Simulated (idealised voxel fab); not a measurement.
Title: Process Module voxel trench capacitor
cross-section cut | 285 nm wide | cells 5 nm
A cross-section is written here as square cells arranged in a grid, and it is given in bands from the top down, each band taking up one or more rows of cells.
Band: top height; bottom height; in nm. Then, left to right: material with width in nm, for each material. "throughout": a single material spanning edge to edge. "air": empty space.
Heights are measured from 0, the level below which the as-received wafer is all one material; the lowest band has no bottom and continues downward, written as in "0 down".
So if you see something like "30->40" for the width, read it as the top row of the band sitting at the first number and the bottom row at the second, with every row in between moving by the same amount as the last.
Where a step carries "no change", the cross-section came out of it unchanged, cell for cell.
Listed in "closed voids": every empty space of 8 or more cells without an open way to the top. Form: width x height at distance, the distance being from the left edge, all in nm.
On a step's line, text after the settings is the simulator commenting on that step.
The setting "overlay nm" may be written on the line of a step. When the step uses a mask, the value reports how far to the right of the planned place the mask lay, and a negative value reports that it lay to the left.
Every pair from here on: before one process step, after it. The after cross-section reaches only to the lowest band that changed. Below the pair: the step in between and its settings. Pairs can belong to different runs of this module on the same starting wafer; a pair carries on from the pair above only if the entry headed "Before the step" says so.
Before the step:
    0 down: Si throughout
    closed voids: none
Cut View, Post-Step:
    5 to 0: SiN throughout
    Lower than 0, everything is as it was.
    closed voids: none
What process step lies between the two cross-sections above? op CONFORMAL_DEP | material SiN | thk nm 5
Before the step: per the after cross-section of the pair just above.
Cut View, Post-Step:
    5 to 0: SiN: 85 / air: 20 / SiN: 25 / air: 20 / SiN: 25 / air: 20 / SiN: 90
    Lower than 0, everything is as it was.
    closed voids: none
What process step lies between the two cross-sections above? op MASKED_ETCH | tone open | mask id TRENCH | width nm 20 | pitch nm 45 | etch materials SiN | depth nm 5 | overlay nm 0
Before the step: per the after cross-section of the pair just above.
Cut View, Post-Step:
    5 to 0: SiN: 85 / air: 20 / SiN: 25 / air: 20 / SiN: 25 / air: 20 / SiN: 90
    0 to -25: Si: 85 / air: 20 / Si: 25 / air: 20 / Si: 25 / air: 20 / Si: 90
    Lower than -25, everything is as it was.
    closed voids: none
What process step lies between the two cross-sections above? op MASKED_ETCH | tone open | mask id TRENCH | width nm 20 | pitch nm 45 | etch materials Si | depth nm 25 | overlay nm 0
Before the step: per the after cross-section of the pair just above.
Cut View, Post-Step:
    10 to 5: SiO2: 90 / air: 10 / SiO2: 35 / air: 10 / SiO2: 35 / air: 10 / SiO2: 95
    5 to 0: SiN: 85 / SiO2: 5 / air: 10 / SiO2: 5 / SiN: 25 / SiO2: 5 / air: 10 / SiO2: 5 / SiN: 25 / SiO2: 5 / air: 10 / SiO2: 5 / SiN: 90
    0 to -20: Si: 85 / SiO2: 5 / air: 10 / SiO2: 5 / Si: 25 / SiO2: 5 / air: 10 / SiO2: 5 / Si: 25 / SiO2: 5 / air: 10 / SiO2: 5 / Si: 90
    -20 to -25: Si: 85 / SiO2: 20 / Si: 25 / SiO2: 20 / Si: 25 / SiO2: 20 / Si: 90
    Lower than -25, everything is as it was.
    closed voids: none
What process step lies between the two cross-sections above? op CONFORMAL_DEP | material SiO2 | thk nm 5
Before the step: per the after cross-section of the pair just above.
Cut View, Post-Step:
    15 to 10: polySi throughout
    10 to 5: SiO2: 90 / polySi: 10 / SiO2: 35 / polySi: 10 / SiO2: 35 / polySi: 10 / SiO2: 95
    5 to 0: SiN: 85 / SiO2: 5 / polySi: 10 / SiO2: 5 / SiN: 25 / SiO2: 5 / polySi: 10 / SiO2: 5 / SiN: 25 / SiO2: 5 / polySi: 10 / SiO2: 5 / SiN: 90
    0 to -20: Si: 85 / SiO2: 5 / polySi: 10 / SiO2: 5 / Si: 25 / SiO2: 5 / polySi: 10 / SiO2: 5 / Si: 25 / SiO2: 5 / polySi: 10 / SiO2: 5 / Si: 90
    Lower than -20, everything is as it was.
    closed voids: none
What process step lies between the two cross-sections above? op FILL_DEP | material polySi | thk nm 5
Before the step: per the after cross-section of the pair just above.
Cut View, Post-Step:
    5 to 0: SiN: 85 / SiO2: 5 / polySi: 10 / SiO2: 5 / SiN: 25 / SiO2: 5 / polySi: 10 / SiO2: 5 / SiN: 25 / SiO2: 5 / polySi: 10 / SiO2: 5 / SiN: 90
    Lower than 0, everything is as it was.
    closed voids: none
What process step lies between the two cross-sections above? op CMP | height nm 5
Before the step:
    0 down: Si throughout
    closed voids: none
Cut View, Post-Step:
    0 to -25: Si: 85 / air: 20 / Si: 25 / air: 20 / Si: 25 / air: 20 / Si: 90
    Lower than -25, everything is as it was.
    closed voids: none
What process step lies between the two cross-sections above? op MASKED_ETCH | tone open | mask id TRENCH | width nm 20 | pitch nm 45 | etch materials Si | depth nm 25 | overlay nm 0
Before the step: per the after cross-section of the pair just above.
Cut View, Post-Step:
    5 to 0: SiO2: 90 / air: 10 / SiO2: 35 / air: 10 / SiO2: 35 / air: 10 / SiO2: 95
    0 to -20: Si: 85 / SiO2: 5 / air: 10 / SiO2: 5 / Si: 25 / SiO2: 5 / air: 10 / SiO2: 5 / Si: 25 / SiO2: 5 / air: 10 / SiO2: 5 / Si: 90
    -20 to -25: Si: 85 / SiO2: 20 / Si: 25 / SiO2: 20 / Si: 25 / SiO2: 20 / Si: 90
    Lower than -25, everything is as it was.
    closed voids: none
What process step lies between the two cross-sections above? op CONFORMAL_DEP | material SiO2 | thk nm 5
Before the step: per the after cross-section of the pair just above.
Cut View, Post-Step:
    10 to 5: polySi throughout
    5 to 0: SiO2: 90 / polySi: 10 / SiO2: 35 / polySi: 10 / SiO2: 35 / polySi: 10 / SiO2: 95
    0 to -20: Si: 85 / SiO2: 5 / polySi: 10 / SiO2: 5 / Si: 25 / SiO2: 5 / polySi: 10 / SiO2: 5 / Si: 25 / SiO2: 5 / polySi: 10 / SiO2: 5 / Si: 90
    Lower than -20, everything is as it was.
    closed voids: none
What process step lies between the two cross-sections above? op FILL_DEP | material polySi | thk nm 5
Before the step: per the after cross-section of the pair just above.
Cut View, Post-Step:
    5 to 0: SiO2: 90 / polySi: 10 / SiO2: 35 / polySi: 10 / SiO2: 35 / polySi: 10 / SiO2: 95
    Lower than 0, everything is as it was.
    closed voids: none
What process step lies between the two cross-sections above? op CMP | height nm 5
Before the step:
    5 to 0: SiN: 85 / air: 20 / SiN: 25 / air: 20 / SiN: 25 / air: 20 / SiN: 90
    0 to -25: Si: 85 / air: 20 / Si: 25 / air: 20 / Si: 25 / air: 20 / Si: 90
    -25 down: Si throughout
    closed voids: none
Cut View, Post-Step:
    5 to 0: SiN: 85 / air: 20 / SiN: 25 / air: 20 / SiN: 25 / air: 20 / SiN: 90
    0 to -50: Si: 85 / air: 20 / Si: 25 / air: 20 / Si: 25 / air: 20 / Si: 90
    Lower than -50, everything is as it was.
    closed voids: none
What process step lies between the two cross-sections above? op MASKED_ETCH | tone open | mask id TRENCH | width nm 20 | pitch nm 45 | etch materials Si | depth nm 25 | overlay nm 0
Before the step: per the after cross-section of the pair just above.
Cut View, Post-Step:
    10 to 5: SiO2: 90 / air: 10 / SiO2: 35 / air: 10 / SiO2: 35 / air: 10 / SiO2: 95
    5 to 0: SiN: 85 / SiO2: 5 / air: 10 / SiO2: 5 / SiN: 25 / SiO2: 5 / air: 10 / SiO2: 5 / SiN: 25 / SiO2: 5 / air: 10 / SiO2: 5 / SiN: 90
    0 to -45: Si: 85 / SiO2: 5 / air: 10 / SiO2: 5 / Si: 25 / SiO2: 5 / air: 10 / SiO2: 5 / Si: 25 / SiO2: 5 / air: 10 / SiO2: 5 / Si: 90
    -45 to -50: Si: 85 / SiO2: 20 / Si: 25 / SiO2: 20 / Si: 25 / SiO2: 20 / Si: 90
    Lower than -50, everything is as it was.
    closed voids: none
What process step lies between the two cross-sections above? op CONFORMAL_DEP | material SiO2 | thk nm 5
Before the step: per the after cross-section of the pair just above.
Cut View, Post-Step:
    15 to 10: polySi throughout
    10 to 5: SiO2: 90 / polySi: 10 / SiO2: 35 / polySi: 10 / SiO2: 35 / polySi: 10 / SiO2: 95
    5 to 0: SiN: 85 / SiO2: 5 / polySi: 10 / SiO2: 5 / SiN: 25 / SiO2: 5 / polySi: 10 / SiO2: 5 / SiN: 25 / SiO2: 5 / polySi: 10 / SiO2: 5 / SiN: 90
    0 to -45: Si: 85 / SiO2: 5 / polySi: 10 / SiO2: 5 / Si: 25 / SiO2: 5 / polySi: 10 / SiO2: 5 / Si: 25 / SiO2: 5 / polySi: 10 / SiO2: 5 / Si: 90
    Lower than -45, everything is as it was.
    closed voids: none
What process step lies between the two cross-sections above? op FILL_DEP | material polySi | thk nm 5
Before the step: per the after cross-section of the pair just above.
Cut View, Post-Step:
    5 to 0: SiN: 85 / SiO2: 5 / polySi: 10 / SiO2: 5 / SiN: 25 / SiO2: 5 / polySi: 10 / SiO2: 5 / SiN: 25 / SiO2: 5 / polySi: 10 / SiO2: 5 / SiN: 90
    Lower than 0, everything is as it was.
    closed voids: none
What process step lies between the two cross-sections above? op CMP | height nm 5
Before the step:
    5 to 0: SiN: 85 / air: 20 / SiN: 25 / air: 20 / SiN: 25 / air: 20 / SiN: 90
    0 down: Si throughout
    closed voids: none
Cut View, Post-Step:
    5 to 0: SiN: 85 / air: 20 / SiN: 25 / air: 20 / SiN: 25 / air: 20 / SiN: 90
    0 to -35: Si: 85 / air: 20 / Si: 25 / air: 20 / Si: 25 / air: 20 / Si: 90
    Lower than -35, everything is as it was.
    closed voids: none
What process step lies between the two cross-sections above? op MASKED_ETCH | tone open | mask id TRENCH | width nm 20 | pitch nm 45 | etch materials Si | depth nm 35 | overlay nm 0
Before the step: per the after cross-section of the pair just above.
Cut View, Post-Step:
    10 to 5: SiO2: 90 / air: 10 / SiO2: 35 / air: 10 / SiO2: 35 / air: 10 / SiO2: 95
    5 to 0: SiN: 85 / SiO2: 5 / air: 10 / SiO2: 5 / SiN: 25 / SiO2: 5 / air: 10 / SiO2: 5 / SiN: 25 / SiO2: 5 / air: 10 / SiO2: 5 / SiN: 90
    0 to -30: Si: 85 / SiO2: 5 / air: 10 / SiO2: 5 / Si: 25 / SiO2: 5 / air: 10 / SiO2: 5 / Si: 25 / SiO2: 5 / air: 10 / SiO2: 5 / Si: 90
    -30 to -35: Si: 85 / SiO2: 20 / Si: 25 / SiO2: 20 / Si: 25 / SiO2: 20 / Si: 90
    Lower than -35, everything is as it was.
    closed voids: none
What process step lies between the two cross-sections above? op CONFORMAL_DEP | material SiO2 | thk nm 5
Before the step: per the after cross-section of the pair just above.
Cut View, Post-Step:
    15 to 10: polySi throughout
    10 to 5: SiO2: 90 / polySi: 10 / SiO2: 35 / polySi: 10 / SiO2: 35 / polySi: 10 / SiO2: 95
    5 to 0: SiN: 85 / SiO2: 5 / polySi: 10 / SiO2: 5 / SiN: 25 / SiO2: 5 / polySi: 10 / SiO2: 5 / SiN: 25 / SiO2: 5 / polySi: 10 / SiO2: 5 / SiN: 90
    0 to -30: Si: 85 / SiO2: 5 / polySi: 10 / SiO2: 5 / Si: 25 / SiO2: 5 / polySi: 10 / SiO2: 5 / Si: 25 / SiO2: 5 / polySi: 10 / SiO2: 5 / Si: 90
    Lower than -30, everything is as it was.
    closed voids: none
What process step lies between the two cross-sections above? op FILL_DEP | material polySi | thk nm 5
Before the step: per the after cross-section of the pair just above.
Cut View, Post-Step:
    5 to 0: SiN: 85 / SiO2: 5 / polySi: 10 / SiO2: 5 / SiN: 25 / SiO2: 5 / polySi: 10 / SiO2: 5 / SiN: 25 / SiO2: 5 / polySi: 10 / SiO2: 5 / SiN: 90
    Lower than 0, everything is as it was.
    closed voids: none
What process step lies between the two cross-sections above? op CMP | height nm 5
Before the step:
    5 to 0: SiN throughout
    0 down: Si throughout
    closed voids: none
Cut View, Post-Step:
    5 to 0: SiN: 90 / air: 15 / SiN: 30 / air: 15 / SiN: 30 / air: 15 / SiN: 90
    Lower than 0, everything is as it was.
    closed voids: none
What process step lies between the two cross-sections above? op MASKED_ETCH | tone open | mask id TRENCH | width nm 15 | pitch nm 45 | etch materials SiN | depth nm 5 | overlay nm 0
Before the step: per the after cross-section of the pair just above.
Cut View, Post-Step:
    5 to 0: SiN: 90 / air: 15 / SiN: 30 / air: 15 / SiN: 30 / air: 15 / SiN: 90
    0 to -25: Si: 90 / air: 15 / Si: 30 / air: 15 / Si: 30 / air: 15 / Si: 90
    Lower than -25, everything is as it was.
    closed voids: none
What process step lies between the two cross-sections above? op MASKED_ETCH | tone open | mask id TRENCH | width nm 20 | pitch nm 45 | etch materials Si | depth nm 25 | overlay nm 0
Before the step: per the after cross-section of the pair just above.
Cut View, Post-Step:
    10 to 5: SiO2: 95 / air: 5 / SiO2: 40 / air: 5 / SiO2: 40 / air: 5 / SiO2: 95
    5 to 0: SiN: 90 / SiO2: 5 / air: 5 / SiO2: 5 / SiN: 30 / SiO2: 5 / air: 5 / SiO2: 5 / SiN: 30 / SiO2: 5 / air: 5 / SiO2: 5 / SiN: 90
    0 to -20: Si: 90 / SiO2: 5 / air: 5 / SiO2: 5 / Si: 30 / SiO2: 5 / air: 5 / SiO2: 5 / Si: 30 / SiO2: 5 / air: 5 / SiO2: 5 / Si: 90
    -20 to -25: Si: 90 / SiO2: 15 / Si: 30 / SiO2: 15 / Si: 30 / SiO2: 15 / Si: 90
    Lower than -25, everything is as it was.
    closed voids: none
What process step lies between the two cross-sections above? op CONFORMAL_DEP | material SiO2 | thk nm 5
Before the step: per the after cross-section of the pair just above.
Cut View, Post-Step:
    15 to 10: polySi throughout
    10 to 5: SiO2: 95 / polySi: 5 / SiO2: 40 / polySi: 5 / SiO2: 40 / polySi: 5 / SiO2: 95
    5 to 0: SiN: 90 / SiO2: 5 / polySi: 5 / SiO2: 5 / SiN: 30 / SiO2: 5 / polySi: 5 / SiO2: 5 / SiN: 30 / SiO2: 5 / polySi: 5 / SiO2: 5 / SiN: 90
    0 to -20: Si: 90 / SiO2: 5 / polySi: 5 / SiO2: 5 / Si: 30 / SiO2: 5 / polySi: 5 / SiO2: 5 / Si: 30 / SiO2: 5 / polySi: 5 / SiO2: 5 / Si: 90
    Lower than -20, everything is as it was.
    closed voids: none
What process step lies between the two cross-sections above? op FILL_DEP | material polySi | thk nm 5
Before the step: per the after cross-section of the pair just above.
Cut View, Post-Step:
    5 to 0: SiN: 90 / SiO2: 5 / polySi: 5 / SiO2: 5 / SiN: 30 / SiO2: 5 / polySi: 5 / SiO2: 5 / SiN: 30 / SiO2: 5 / polySi: 5 / SiO2: 5 / SiN: 90
    Lower than 0, everything is as it was.
    closed voids: none
What process step lies between the two cross-sections above? op CMP | height nm 5
Before the step:
    5 to 0: SiN throughout
    0 down: Si throughout
    closed voids: none
Cut View, Post-Step:
    5 to 0: SiN: 75 / air: 20 / SiN: 25 / air: 20 / SiN: 25 / air: 20 / SiN: 100
    Lower than 0, everything is as it was.
    closed voids: none
What process step lies between the two cross-sections above? op MASKED_ETCH | tone open | mask id TRENCH | width nm 20 | pitch nm 45 | etch materials SiN | depth nm 5 | overlay nm -10
Before the step: per the after cross-section of the pair just above.
Cut View, Post-Step:
    5 to 0: SiN: 75 / air: 20 / SiN: 25 / air: 20 / SiN: 25 / air: 20 / SiN: 100
    0 to -25: Si: 85 / air: 10 / Si: 35 / air: 10 / Si: 35 / air: 10 / Si: 100
    Lower than -25, everything is as it was.
    closed voids: none
What process step lies between the two cross-sections above? op MASKED_ETCH | tone open | mask id TRENCH | width nm 20 | pitch nm 45 | etch materials Si | depth nm 25 | overlay nm 0
Before the step: per the after cross-section of the pair just above.
Cut View, Post-Step:
    10 to 5: SiO2: 80 / air: 10 / SiO2: 35 / air: 10 / SiO2: 35 / air: 10 / SiO2: 105
    5 to 0: SiN: 75 / SiO2: 20 / SiN: 25 / SiO2: 20 / SiN: 25 / SiO2: 20 / SiN: 100
    0 to -25: Si: 85 / SiO2: 10 / Si: 35 / SiO2: 10 / Si: 35 / SiO2: 10 / Si: 100
    Lower than -25, everything is as it was.
    closed voids: none
What process step lies between the two cross-sections above? op CONFORMAL_DEP | material SiO2 | thk nm 5
Before the step: per the after cross-section of the pair just above.
Cut View, Post-Step:
    15 to 10: polySi throughout
    10 to 5: SiO2: 80 / polySi: 10 / SiO2: 35 / polySi: 10 / SiO2: 35 / polySi: 10 / SiO2: 105
    Lower than 5, everything is as it was.
    closed voids: none
What process step lies between the two cross-sections above? op FILL_DEP | material polySi | thk nm 5
Before the step: per the after cross-section of the pair just above.
Cut View, Post-Step:
    5 to 0: SiN: 75 / SiO2: 20 / SiN: 25 / SiO2: 20 / SiN: 25 / SiO2: 20 / SiN: 100
    Lower than 0, everything is as it was.
    closed voids: none
What process step lies between the two cross-sections above? op CMP | height nm 5
Before the step:
    5 to 0: SiN: 85 / air: 20 / SiN: 25 / air: 20 / SiN: 25 / air: 20 / SiN: 90
    0 to -25: Si: 85 / air: 20 / Si: 25 / air: 20 / Si: 25 / air: 20 / Si: 90
    -25 down: Si throughout
    closed voids: none
Cut View, Post-Step:
    10 to 0: SiN: 90 / air: 10 / SiN: 35 / air: 10 / SiN: 35 / air: 10 / SiN: 95
    0 to -20: Si: 85 / SiN: 5 / air: 10 / SiN: 5 / Si: 25 / SiN: 5 / air: 10 / SiN: 5 / Si: 25 / SiN: 5 / air: 10 / SiN: 5 / Si: 90
    -20 to -25: Si: 85 / SiN: 20 / Si: 25 / SiN: 20 / Si: 25 / SiN: 20 / Si: 90
    Lower than -25, everything is as it was.
    closed voids: none
What process step lies between the two cross-sections above? op CONFORMAL_DEP | material SiN | thk nm 5
Before the step: per the after cross-section of the pair just above.
Cut View, Post-Step:
    15 to 10: polySi throughout
    10 to 0: SiN: 90 / polySi: 10 / SiN: 35 / polySi: 10 / SiN: 35 / polySi: 10 / SiN: 95
    0 to -20: Si: 85 / SiN: 5 / polySi: 10 / SiN: 5 / Si: 25 / SiN: 5 / polySi: 10 / SiN: 5 / Si: 25 / SiN: 5 / polySi: 10 / SiN: 5 / Si: 90
    Lower than -20, everything is as it was.
    closed voids: none
What process step lies between the two cross-sections above? op FILL_DEP | material polySi | thk nm 5
Before the step: per the after cross-section of the pair just above.
Cut View, Post-Step:
    5 to 0: SiN: 90 / polySi: 10 / SiN: 35 / polySi: 10 / SiN: 35 / polySi: 10 / SiN: 95
    Lower than 0, everything is as it was.
    closed voids: none
What process step lies between the two cross-sections above? op CMP | height nm 5
Before the step:
    5 to 0: SiN throughout
    0 down: Si throughout
    closed voids: none
Cut View, Post-Step:
    5 to 0: air: 85 / SiN: 20 / air: 25 / SiN: 20 / air: 25 / SiN: 20 / air: 90
    Lower than 0, everything is as it was.
    closed voids: none
What process step lies between the two cross-sections above? op MASKED_ETCH | tone cover | mask id TRENCH | width nm 20 | pitch nm 45 | etch materials SiN | depth nm 5 | overlay nm 0
Before the step: per the after cross-section of the pair just above.
Cut View, Post-Step:
    10 to 5: air: 80 / SiO2: 30 / air: 15 / SiO2: 30 / air: 15 / SiO2: 30 / air: 85
    5 to 0: SiO2: 85 / SiN: 20 / SiO2: 25 / SiN: 20 / SiO2: 25 / SiN: 20 / SiO2: 90
    Lower than 0, everything is as it was.
    closed voids: none
What process step lies between the two cross-sections above? op CONFORMAL_DEP | material SiO2 | thk nm 5
Before the step: per the after cross-section of the pair just above.
Cut View, Post-Step:
    15 to 10: polySi throughout
    10 to 5: polySi: 80 / SiO2: 30 / polySi: 15 / SiO2: 30 / polySi: 15 / SiO2: 30 / polySi: 85
    Lower than 5, everything is as it was.
    closed voids: none
What process step lies between the two cross-sections above? op FILL_DEP | material polySi | thk nm 5
Before the step: per the after cross-section of the pair just above.
Cut View, Post-Step:
    5 to 0: SiO2: 85 / SiN: 20 / SiO2: 25 / SiN: 20 / SiO2: 25 / SiN: 20 / SiO2: 90
    Lower than 0, everything is as it was.
    closed voids: none
What process step lies between the two cross-sections above? op CMP | height nm 5
